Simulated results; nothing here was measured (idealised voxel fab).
A process module follows: voxel self aligned vias.
In the cross-section labelled cut, the width is 180 nm and each square cell is 5 nm.
A cross-section is a grid of square cells, given in bands from the top down. A band is one or more rows of cells.
Heights first: top, then bottom, in nm. Then materials, left to right, each with a width in nm. "full width" on a single material: fills the band edge to edge. "air": empty space.
Note: height 0 marks the level under which the wafer is uniformly one material as received. Lowest band unbounded below, written "0 -> down".
A width such as "30..40" changes by the same amount from each row of cells to the next, from the band's top row to its bottom row.
Reading "remained unchanged" for a step: not a cell of the cross-section changed in it.
What "Encapsulated voids" gives you is every empty space of 8 cells or more that is cut off from the top. Each appears as width x height at distance, with the distance taken from the left edge and width, height and distance all in nm.
Past the settings on a step's line: simulator remark, on that step.
overlay nm: mask offset rightward from planned place, masked step; negative means leftward offset.
# The planned process steps are enumerated hereunder
- 1: RECEIVE with material Si
- 2: CONFORMAL_DEP with material SiO2, thk nm 10
- 3: CONFORMAL_DEP with material SiCN, thk nm 5
- 4: DIRECTIONAL_DEP with material lowk, thk nm 25
- 5: DIRECTIONAL_DEP with material aC, thk nm 15
- 6: PATTERN with tone open, mask id LINES, material resist, width nm 30, pitch nm 55, thk nm 30, overlay nm 0
- 7: DIRECTIONAL_ETCH with etch materials aC, depth nm 15
- 8: STRIP with etch materials resist
- 9: DIRECTIONAL_ETCH with etch materials lowk, depth nm 25
- 10: STRIP with etch materials aC
- 11: CONFORMAL_DEP with material TiN, thk nm 5
- 12: FILL_DEP with material Ru, thk nm 5
- 13: CMP with height nm 40
- 14: SELECTIVE_ETCH with etch materials W Ru TiN, depth nm 10
- 15: FILL_DEP with material SiN, thk nm 5
- 16: CMP with height nm 40
- 17: DIRECTIONAL_DEP with material lowk, thk nm 20
- 18: DIRECTIONAL_DEP with material aC, thk nm 10
- 19: PATTERN with tone open, mask id VIAS, material resist, width nm 40, pitch nm 55, thk nm 30, overlay nm 0
- 20: DIRECTIONAL_ETCH with etch materials aC, depth nm 10
- 21: STRIP with etch materials resist
- 22: DIRECTIONAL_ETCH with etch materials lowk, depth nm 20
- 23: DIRECTIONAL_ETCH with etch materials SiN, depth nm 10
- 24: STRIP with etch materials aC
- 25: CONFORMAL_DEP with material TiN, thk nm 5
- 26: FILL_DEP with material Cu, thk nm 5
- 27: CMP with height nm 60
- 28: CONFORMAL_DEP with material SiCN, thk nm 5
# Cross-section, incoming material, after step 1
- 0 -> down  Si full width
- Encapsulated voids: none
# Cross-sectional image of the first of two wafers at the end of the module, the run having proceeded as planned
- 65 -> 60  SiCN full width
- 60 -> 45  lowk: 40; TiN: 5; Cu: 30; TiN: 5; lowk: 15; TiN: 5; Cu: 30; TiN: 5; lowk: 45
- 45 -> 35  lowk: 40..45; TiN: 10..5; Cu: 20; TiN: 10..5; lowk: 15..25; TiN: 10..5; Cu: 20; TiN: 10..5; lowk: 45..50
- 35 -> 30  lowk: 45; TiN: 30; lowk: 25; TiN: 30; lowk: 50
- 30 -> 20  lowk: 45; TiN: 5; Ru: 20; TiN: 5; lowk: 25; TiN: 5; Ru: 20; TiN: 5; lowk: 50
- 20 -> 15  lowk: 45; TiN: 30; lowk: 25; TiN: 30; lowk: 50
- 15 -> 10  SiCN full width
- 10 -> 0  SiO2 full width
- 0 -> down  Si full width
- Encapsulated voids: none
# Wafer two, end of module, cross-section. Same start, same plan as wafer one. One mistake in the run
- 65 -> 60  SiCN full width
- 60 -> 35  lowk: 40; TiN: 5; Cu: 30; TiN: 5; lowk: 15; TiN: 5; Cu: 30; TiN: 5; lowk: 45
- 35 -> 30  lowk: 40; TiN: 40; lowk: 15; TiN: 40; lowk: 45
- 30 -> 20  lowk: 40; TiN: 10; Ru: 20; TiN: 10; lowk: 15; TiN: 10; Ru: 20; TiN: 10; lowk: 45
- 20 -> 15  lowk: 45; TiN: 30; lowk: 25; TiN: 30; lowk: 50
- 15 -> 10  SiCN full width
- 10 -> 0  SiO2 full width
- 0 -> down  Si full width
- Encapsulated voids: none
Where did the run depart from the plan? step 22 was run twice
It is noted that, at the conclusion of processing, the second wafer exhibits a higher or lower cell count for certain materials relative to the first: 8 more of Cu | 8 more of TiN | 16 fewer of lowk
